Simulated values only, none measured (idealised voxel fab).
Process module under the name voxel fin reveal
Section cut is 300 nm wide and gridded with 5 nm square cells.
If you're reading a cross-section in this doc, picture square cells in a grid; it comes to you as bands, top ones listed first down to the bottom, and a band can be one or more rows of cells. Within each band entry, the heights of the top and of the bottom of the band appear first, in that order and in nm; the materials of the band then follow from left to right, each with its corresponding width in nm. The designation "throughout" on a single material indicates that it fills the band from edge to edge; the designation "blank" indicates empty space. Measure heights from 0. That's the level where, below it, the as-received wafer is all one material. The lowest band is bottomless and extends downward; write it as in "0..down". A width given as "30 to 40" starts at the first number in the band's top row and ends at the second number in its bottom row, shifting by an equal amount at every step from row to row. "everything unchanged" after a step means that no cell of the cross-section changed. Empty spaces counting at least 8 cells and having no open way to the top are listed in "Closed voids list". The notation width x height at distance is used for each, the distance being from the left edge and all three values in nm. That trailing text on a step's line, after the settings, is the simulator's own remark on the step. You can add "overlay nm" to a step's line. For a step with a mask, it describes how far the mask lay to the right of its planned position, and a negative number describes a lay to the left.
### The process steps that were planned are listed below
| 1 | RECEIVE: material Si |
| 2 | CONFORMAL_DEP: material SiN, thk nm 10 |
| 3 | MASKED_ETCH: tone cover, mask id FINS, width nm 15, pitch nm 35, etch materials SiN, depth nm 10, overlay nm 0 |
| 4 | MASKED_ETCH: tone cover, mask id FINS, width nm 15, pitch nm 35, etch materials Si, depth nm 30, overlay nm 0 |
| 5 | OXIDIZE: depth nm 5 |
| 6 | FILL_DEP: material SiO2, thk nm 10 |
| 7 | CMP: height nm 10 |
| 8 | SELECTIVE_ETCH: etch materials SiO2, depth nm 25 |
| 9 | STRIP: etch materials SiN |
### Here's what the wafer looked like in cross-section when it arrived - that's after step 1
> 0..down = Si throughout
> Closed voids list: none
### As-planned run: cross-section of the first of two wafers at end of module
> 0..-15 = blank=95, then Si=5, then blank=30, then Si=5, then blank=30, then Si=5, then blank=30, then Si=5, then blank=95
> -15..-35 = SiO2=95, then Si=5, then SiO2=30, then Si=5, then SiO2=30, then Si=5, then SiO2=30, then Si=5, then SiO2=95
> -35..down = Si throughout
> Closed voids list: none
### Wafer two (of two), end-of-module cross-section: start = wafer one, plan = wafer one, one run mistake
> 0..-15 = blank=95, then Si=5, then blank=30, then Si=5, then blank=30, then Si=5, then blank=30, then Si=5, then blank=95
> -15..-25 = SiO2=65, then blank=30, then Si=5, then blank=30, then Si=5, then blank=30, then Si=5, then blank=30, then Si=5, then blank=30, then SiO2=65
> -25..-35 = SiO2=95, then Si=5, then SiO2=30, then Si=5, then SiO2=30, then Si=5, then SiO2=30, then Si=5, then SiO2=95
> -35..down = Si throughout
> Closed voids list: none
Nonconformance to the process plan: the intended sequence of steps 8 and 9 was reversed during processing, with each occupying the position of the other
At the finish, the second wafer shows more or fewer cells for some materials than the first does: -60 SiO2
